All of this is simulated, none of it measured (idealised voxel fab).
Module name: voxel self aligned contacts (process module)
Cross-section cut spans 240 nm and uses square cells 5 nm in size.
Think of the cross-section as a grid of square cells. We describe it in bands, top to bottom, and each band covers one or more rows of those cells.
For a band, the entry starts with two heights in nm, that of the top and then that of the bottom, and carries on with the band's materials in order from left to right, each alongside its width in nm; the word "full width" beside a single material means it fills the band edge to edge, and "empty" means empty space.
Zero point of the height axis is 0; under it, received wafer = one material. Lowest band: continues down indefinitely, "0 and below".
Per-row width for "30->40": begins at first number (top row of band), ends at second number (bottom row), increment between rows held constant.
"no alteration" -> step changed no cross-section cell.
Entry "Voids lacking openings" = empty spaces >= 8 cells with no open way to the top; each as width x height at distance, distance from left edge, all nm.
If you see something after the settings on a step's line, that's the simulator's own remark about that step.
The line of a step may include "overlay nm". On a step with a mask, this value is how far to the right of its planned place the mask lay. A negative value means the mask lay to the left.

## The following list gives the planned process steps
step 1: RECEIVE [material Si]
step 2: OXIDIZE [depth nm 5]
step 3: DIRECTIONAL_DEP [material polySi] [thk nm 30]
step 4: DIRECTIONAL_DEP [material SiN] [thk nm 20]
step 5: PATTERN [tone cover] [mask id GATE] [material resist] [width nm 35] [pitch nm 70] [thk nm 15] [overlay nm 0]
step 6: DIRECTIONAL_ETCH [etch materials SiN] [depth nm 20]
step 7: DIRECTIONAL_ETCH [etch materials polySi] [depth nm 30]
step 8: STRIP [etch materials resist]
step 9: CONFORMAL_DEP [material SiN] [thk nm 10]
step 10: DIRECTIONAL_ETCH [etch materials SiN] [depth nm 10]
step 11: FILL_DEP [material SiO2] [thk nm 15]
step 12: CMP [height nm 60]
step 13: DIRECTIONAL_DEP [material aC] [thk nm 10]
step 14: PATTERN [tone open] [mask id CONTACT] [material resist] [width nm 55] [pitch nm 70] [thk nm 30] [overlay nm 0]
step 15: DIRECTIONAL_ETCH [etch materials aC] [depth nm 10]
step 16: STRIP [etch materials resist]
step 17: DIRECTIONAL_ETCH [etch materials SiO2] [depth nm 65]
step 18: STRIP [etch materials aC]
step 19: CONFORMAL_DEP [material TiN] [thk nm 5]
step 20: FILL_DEP [material W] [thk nm 5]
step 21: CMP [height nm 60]
step 22: CONFORMAL_DEP [material SiCN] [thk nm 5]

## Delivered wafer in cross-section: state after step 1
    0 and below: Si full width
    Voids lacking openings: none

## The first of the two wafers as seen in cross-section once the module was finished; processing followed the plan
    65 down to 60: SiCN full width
    60 down to 50: SiO2 55 nm / TiN 5->25 nm / W 45->5 nm / TiN 5->25 nm / SiO2 15 nm / TiN 5->25 nm / W 45->5 nm / TiN 5->25 nm / SiO2 60 nm
    50 down to 30: SiO2 20 nm / SiN 55 nm / TiN 5 nm / W 5 nm / TiN 5 nm / SiN 55 nm / TiN 5 nm / W 5 nm / TiN 5 nm / SiN 55 nm / SiO2 25 nm
    30 down to 0: SiO2 20 nm / SiN 10 nm / polySi 35 nm / SiN 10 nm / TiN 5 nm / W 5 nm / TiN 5 nm / SiN 10 nm / polySi 35 nm / SiN 10 nm / TiN 5 nm / W 5 nm / TiN 5 nm / SiN 10 nm / polySi 35 nm / SiN 10 nm / SiO2 25 nm
    0 down to -5: SiO2 75 nm / TiN 15 nm / SiO2 55 nm / TiN 15 nm / SiO2 80 nm
    -5 and below: Si full width
    Voids lacking openings: none

## So this is wafer number two of the two, cut at the end of the module - it started where the first did and had the same plan, we just got one thing wrong running it
    70 down to 65: SiCN full width
    65 down to 60: TiN 60 nm / W 45 nm / TiN 25 nm / W 45 nm / TiN 65 nm
    60 down to 50: SiO2 55 nm / TiN 5->25 nm / W 45->5 nm / TiN 5->25 nm / SiO2 15 nm / TiN 5->25 nm / W 45->5 nm / TiN 5->25 nm / SiO2 60 nm
    50 down to 30: SiO2 20 nm / SiN 55 nm / TiN 5 nm / W 5 nm / TiN 5 nm / SiN 55 nm / TiN 5 nm / W 5 nm / TiN 5 nm / SiN 55 nm / SiO2 25 nm
    30 down to 0: SiO2 20 nm / SiN 10 nm / polySi 35 nm / SiN 10 nm / TiN 5 nm / W 5 nm / TiN 5 nm / SiN 10 nm / polySi 35 nm / SiN 10 nm / TiN 5 nm / W 5 nm / TiN 5 nm / SiN 10 nm / polySi 35 nm / SiN 10 nm / SiO2 25 nm
    0 down to -5: SiO2 75 nm / TiN 15 nm / SiO2 55 nm / TiN 15 nm / SiO2 80 nm
    -5 and below: Si full width
    Voids lacking openings: none
What was the processing mistake? contrary to plan, step 21 was performed as CMP [height nm 65]
It is noted that, at the conclusion of processing, the second wafer exhibits a higher or lower cell count for certain materials relative to the first: TiN: 30 more, W: 18 more
